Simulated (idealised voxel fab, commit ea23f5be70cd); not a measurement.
Presented below is a process module, voxel ribs on slabs.
For reference, the cross-section in this document is cut, with width 155 nm and square cells of 5 nm.
Cross-section format: a grid of square cells, given as bands from top to bottom; each band is one or more rows of cells. A band entry consists of two parts. The first gives the height of the band's top and the height of its bottom, in nm. The rest lists the band's materials from left to right, each with its width in nm. A single material labelled with the word "throughout" fills the band from edge to edge, and the word "air" marks empty space. Counting heights begins at 0, where everything beneath is, in the wafer as received, one material. The lowest band has no bottom; it goes on downwards, as "0 down" shows. A width such as "30->40" changes by the same amount from each row of cells to the next, from the band's top row to its bottom row. Where the words "all unchanged" appear for a step, the cross-section shows no cell changed by that step; every cell remained as before. "Sealed internal voids": empty spaces of 8 cells or more with no open way to the top, each given as width x height at distance, distance from the left edge, all in nm. Anything after a step's settings on that line? It's the simulator's own note about the step. "overlay nm", when on a step's line for a step with a mask, measures how far to the right of its planned place the mask lay; a negative measure means to the left.
plan:
step 1: RECEIVE [material Si]
step 2: DIRECTIONAL_DEP [material SiO2] [thk nm 20]
step 3: DIRECTIONAL_DEP [material SiN] [thk nm 15]
step 4: DIRECTIONAL_DEP [material aC] [thk nm 10]
step 5: PATTERN [tone cover] [mask id RIB] [material resist] [width nm 30] [thk nm 30] [overlay nm 0]
step 6: DIRECTIONAL_ETCH [etch materials aC] [depth nm 10]
step 7: STRIP [etch materials resist]
step 8: DIRECTIONAL_ETCH [etch materials SiN] [depth nm 10]
step 9: STRIP [etch materials aC]
step 10: DIRECTIONAL_DEP [material aC] [thk nm 15]
step 11: PATTERN [tone cover] [mask id SLAB] [material resist] [width nm 90] [thk nm 35] [overlay nm 0]
step 12: DIRECTIONAL_ETCH [etch materials aC] [depth nm 15]
step 13: STRIP [etch materials resist]
step 14: DIRECTIONAL_ETCH [etch materials SiN] [depth nm 5]
step 15: STRIP [etch materials aC]
step 16: FILL_DEP [material SiO2] [thk nm 25]
step 17: CMP [height nm 50]
step 18: DIRECTIONAL_DEP [material W] [thk nm 10]
step 19: DIRECTIONAL_DEP [material aC] [thk nm 15]
step 20: PATTERN [tone cover] [mask id HEATER] [material resist] [width nm 40] [thk nm 35] [overlay nm 0]
step 21: DIRECTIONAL_ETCH [etch materials aC] [depth nm 15]
step 22: STRIP [etch materials resist]
step 23: DIRECTIONAL_ETCH [etch materials W] [depth nm 10]
step 24: STRIP [etch materials aC]
step 25: CONFORMAL_DEP [material SiN] [thk nm 10]
First out of two wafers; run went to plan:
Cross-section of the wafer at receipt, which is the condition after step 1:
- 0 down: Si throughout
- Sealed internal voids: none
So this is the wafer cross-section right after step 2:
- 20 to 0: SiO2 throughout
- Unchanged below 0.
So this is the wafer cross-section right after step 3:
- 35 to 20: SiN throughout
- Unchanged below 20.
So this is the wafer cross-section right after step 4:
- 45 to 35: aC throughout
- Unchanged below 35.
So this is the wafer cross-section right after step 5:
- 75 to 45: air=60  resist=30  air=65
- Unchanged below 45.
So this is the wafer cross-section right after step 6:
- 65 to 45: air=60  resist=30  air=65
- 45 to 35: air=60  aC=30  air=65
- Unchanged below 35.
So this is the wafer cross-section right after step 7:
- 45 to 35: air=60  aC=30  air=65
- Unchanged below 35.
So this is the wafer cross-section right after step 8:
- 45 to 35: air=60  aC=30  air=65
- 35 to 25: air=60  SiN=30  air=65
- Unchanged below 25.
So this is the wafer cross-section right after step 9:
- 35 to 25: air=60  SiN=30  air=65
- Unchanged below 25.
So this is the wafer cross-section right after step 10:
- 50 to 40: air=60  aC=30  air=65
- 40 to 35: aC throughout
- 35 to 25: aC=60  SiN=30  aC=65
- Unchanged below 25.
So this is the wafer cross-section right after step 11:
- 85 to 50: air=30  resist=90  air=35
- 50 to 40: air=30  resist=30  aC=30  resist=30  air=35
- Unchanged below 40.
So this is the wafer cross-section right after step 12:
- 70 to 50: air=30  resist=90  air=35
- 50 to 40: air=30  resist=30  aC=30  resist=30  air=35
- 40 to 35: air=30  aC=90  air=35
- 35 to 25: air=30  aC=30  SiN=30  aC=30  air=35
- Unchanged below 25.
So this is the wafer cross-section right after step 13:
- 50 to 40: air=60  aC=30  air=65
- Unchanged below 40.
So this is the wafer cross-section right after step 14:
- 50 to 40: air=60  aC=30  air=65
- 40 to 35: air=30  aC=90  air=35
- 35 to 25: air=30  aC=30  SiN=30  aC=30  air=35
- 25 to 20: air=30  SiN=90  air=35
- Unchanged below 20.
So this is the wafer cross-section right after step 15:
- 35 to 25: air=60  SiN=30  air=65
- Unchanged below 25.
So this is the wafer cross-section right after step 16:
- 60 to 35: SiO2 throughout
- 35 to 25: SiO2=60  SiN=30  SiO2=65
- 25 to 20: SiO2=30  SiN=90  SiO2=35
- Unchanged below 20.
So this is the wafer cross-section right after step 17:
- 50 to 35: SiO2 throughout
- Unchanged below 35.
So this is the wafer cross-section right after step 18:
- 60 to 50: W throughout
- Unchanged below 50.
So this is the wafer cross-section right after step 19:
- 75 to 60: aC throughout
- Unchanged below 60.
So this is the wafer cross-section right after step 20:
- 110 to 75: air=55  resist=40  air=60
- Unchanged below 75.
So this is the wafer cross-section right after step 21:
- 95 to 75: air=55  resist=40  air=60
- 75 to 60: air=55  aC=40  air=60
- Unchanged below 60.
So this is the wafer cross-section right after step 22:
- 75 to 60: air=55  aC=40  air=60
- Unchanged below 60.
So this is the wafer cross-section right after step 23:
- 75 to 60: air=55  aC=40  air=60
- 60 to 50: air=55  W=40  air=60
- Unchanged below 50.
So this is the wafer cross-section right after step 24:
- 60 to 50: air=55  W=40  air=60
- Unchanged below 50.
So this is the wafer cross-section right after step 25:
- 70 to 60: air=45  SiN=60  air=50
- 60 to 50: SiN=55  W=40  SiN=60
- Unchanged below 50.
Here the second wafer is described. Its start and its plan were those of the first wafer. Its run contained one mistake. Up to and including step 19, it did exactly what the first wafer did:
Cross-sectional view of the second wafer at the intended end time of process step 20:
- 110 to 75: resist=55  air=40  resist=60
- Unchanged below 75.
Cross-sectional view of the second wafer at the intended end time of process step 21:
- 95 to 75: resist=55  air=40  resist=60
- 75 to 60: aC=55  air=40  aC=60
- Unchanged below 60.
Cross-sectional view of the second wafer at the intended end time of process step 22:
- 75 to 60: aC=55  air=40  aC=60
- Unchanged below 60.
Cross-sectional view of the second wafer at the intended end time of process step 23:
- 75 to 60: aC=55  air=40  aC=60
- 60 to 50: W=55  air=40  W=60
- Unchanged below 50.
Cross-sectional view of the second wafer at the intended end time of process step 24:
- 60 to 50: W=55  air=40  W=60
- Unchanged below 50.
Cross-sectional view of the second wafer at the intended end time of process step 25:
- 70 to 60: SiN=65  air=20  SiN=70
- 60 to 50: W=55  SiN=40  W=60
- Unchanged below 50.
Misprocessing identified: step 20 was run on a setting that differed from the plan, and what really ran there is PATTERN [tone open] [mask id HEATER] [material resist] [width nm 40] [thk nm 35] [overlay nm 0]
Upon completion, the second wafer contains, in terms of cells, a greater or smaller amount of certain materials than the first wafer: W: 30 more
